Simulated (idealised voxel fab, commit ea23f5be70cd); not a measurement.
process module | voxel gate over fins
cross-section cut | 240 nm wide | cells 5 nm
A cross-section is a grid of square cells, given in bands from the top down. A band is one or more rows of cells.
Each band's line starts with the height of the band's top and of its bottom, in nm. Then come its materials from left to right, each with its width in nm. One material with "throughout" fills the band from edge to edge. "air" is empty space.
Height 0 is the level under which the wafer as received is all one material. The lowest band goes on downwards, as in "0 down".
A width such as "30 to 40" changes by the same amount from each row of cells to the next, from the band's top row to its bottom row.
"no change" after a step means that no cell of the cross-section changed.
closed voids: empty space of 8 cells or more with no open way to the top, each as width x height at its distance from the left edge, in nm
after a step's settings: what the simulator itself notes on the step
overlay nm, on a step with a mask: how far to the right of its planned place the mask lay; to the left if negative
plan
1 op RECEIVE | material Si
2 op CONFORMAL_DEP | material SiN | thk nm 5
3 op PATTERN | tone cover | mask id FINS | material resist | width nm 15 | pitch nm 40 | thk nm 15 | overlay nm 0
4 op DIRECTIONAL_ETCH | etch materials SiN | depth nm 5
5 op DIRECTIONAL_ETCH | etch materials Si | depth nm 30
6 op STRIP | etch materials resist
7 op OXIDIZE | depth nm 5
8 op FILL_DEP | material SiO2 | thk nm 15
9 op CMP | height nm 5
10 op SELECTIVE_ETCH | etch materials SiO2 | depth nm 15
11 op STRIP | etch materials SiN
12 op CONFORMAL_DEP | material HfO2 | thk nm 5
13 op CONFORMAL_DEP | material TiN | thk nm 5
14 op FILL_DEP | material W | thk nm 10
15 op CMP | height nm 15
16 op CONFORMAL_DEP | material SiN | thk nm 5
first wafer, as planned
as received, after step 1
  0 down: Si throughout
  closed voids: none
after step 2
  5 to 0: SiN throughout
  below 0: unchanged
after step 3
  20 to 5: air 50 | resist 15 | air 25 | resist 15 | air 25 | resist 15 | air 25 | resist 15 | air 55
  below 5: unchanged
after step 4
  20 to 5: air 50 | resist 15 | air 25 | resist 15 | air 25 | resist 15 | air 25 | resist 15 | air 55
  5 to 0: air 50 | SiN 15 | air 25 | SiN 15 | air 25 | SiN 15 | air 25 | SiN 15 | air 55
  below 0: unchanged
after step 5
  20 to 5: air 50 | resist 15 | air 25 | resist 15 | air 25 | resist 15 | air 25 | resist 15 | air 55
  5 to 0: air 50 | SiN 15 | air 25 | SiN 15 | air 25 | SiN 15 | air 25 | SiN 15 | air 55
  0 to -30: air 50 | Si 15 | air 25 | Si 15 | air 25 | Si 15 | air 25 | Si 15 | air 55
  below -30: unchanged
after step 6
  5 to 0: air 50 | SiN 15 | air 25 | SiN 15 | air 25 | SiN 15 | air 25 | SiN 15 | air 55
  below 0: unchanged
after step 7
  5 to 0: air 50 | SiN 15 | air 25 | SiN 15 | air 25 | SiN 15 | air 25 | SiN 15 | air 55
  0 to -30: air 50 | SiO2 5 | Si 5 | SiO2 5 | air 25 | SiO2 5 | Si 5 | SiO2 5 | air 25 | SiO2 5 | Si 5 | SiO2 5 | air 25 | SiO2 5 | Si 5 | SiO2 5 | air 55
  -30 to -35: SiO2 55 | Si 5 | SiO2 35 | Si 5 | SiO2 35 | Si 5 | SiO2 35 | Si 5 | SiO2 60
  below -35: unchanged
after step 8
  20 to 5: SiO2 throughout
  5 to 0: SiO2 50 | SiN 15 | SiO2 25 | SiN 15 | SiO2 25 | SiN 15 | SiO2 25 | SiN 15 | SiO2 55
  0 to -35: SiO2 55 | Si 5 | SiO2 35 | Si 5 | SiO2 35 | Si 5 | SiO2 35 | Si 5 | SiO2 60
  below -35: unchanged
after step 9
  5 to 0: SiO2 50 | SiN 15 | SiO2 25 | SiN 15 | SiO2 25 | SiN 15 | SiO2 25 | SiN 15 | SiO2 55
  below 0: unchanged
after step 10
  5 to 0: air 50 | SiN 15 | air 25 | SiN 15 | air 25 | SiN 15 | air 25 | SiN 15 | air 55
  0 to -10: air 55 | Si 5 | air 35 | Si 5 | air 35 | Si 5 | air 35 | Si 5 | air 60
  below -10: unchanged
after step 11
  0 to -10: air 55 | Si 5 | air 35 | Si 5 | air 35 | Si 5 | air 35 | Si 5 | air 60
  below -10: unchanged
after step 12
  5 to 0: air 50 | HfO2 15 | air 25 | HfO2 15 | air 25 | HfO2 15 | air 25 | HfO2 15 | air 55
  0 to -5: air 50 | HfO2 5 | Si 5 | HfO2 5 | air 25 | HfO2 5 | Si 5 | HfO2 5 | air 25 | HfO2 5 | Si 5 | HfO2 5 | air 25 | HfO2 5 | Si 5 | HfO2 5 | air 55
  -5 to -10: HfO2 55 | Si 5 | HfO2 35 | Si 5 | HfO2 35 | Si 5 | HfO2 35 | Si 5 | HfO2 60
  below -10: unchanged
after step 13
  10 to 5: air 45 | TiN 25 | air 15 | TiN 25 | air 15 | TiN 25 | air 15 | TiN 25 | air 50
  5 to 0: air 45 | TiN 5 | HfO2 15 | TiN 5 | air 15 | TiN 5 | HfO2 15 | TiN 5 | air 15 | TiN 5 | HfO2 15 | TiN 5 | air 15 | TiN 5 | HfO2 15 | TiN 5 | air 50
  0 to -5: TiN 50 | HfO2 5 | Si 5 | HfO2 5 | TiN 25 | HfO2 5 | Si 5 | HfO2 5 | TiN 25 | HfO2 5 | Si 5 | HfO2 5 | TiN 25 | HfO2 5 | Si 5 | HfO2 5 | TiN 55
  below -5: unchanged
after step 14
  20 to 10: W throughout
  10 to 5: W 45 | TiN 25 | W 15 | TiN 25 | W 15 | TiN 25 | W 15 | TiN 25 | W 50
  5 to 0: W 45 | TiN 5 | HfO2 15 | TiN 5 | W 15 | TiN 5 | HfO2 15 | TiN 5 | W 15 | TiN 5 | HfO2 15 | TiN 5 | W 15 | TiN 5 | HfO2 15 | TiN 5 | W 50
  below 0: unchanged
after step 15
  15 to 10: W throughout
  below 10: unchanged
after step 16
  20 to 15: SiN throughout
  below 15: unchanged
second wafer: like start, like plan, one mistake. Through step 15 it matches the first wafer
when step 16 should have ended
  20 to 10: W throughout
  below 10: unchanged
what went wrong: step 16 ran as: op CONFORMAL_DEP | material W | thk nm 5
at the end the second wafer has, in cells: 48 fewer of SiN | 48 more of W
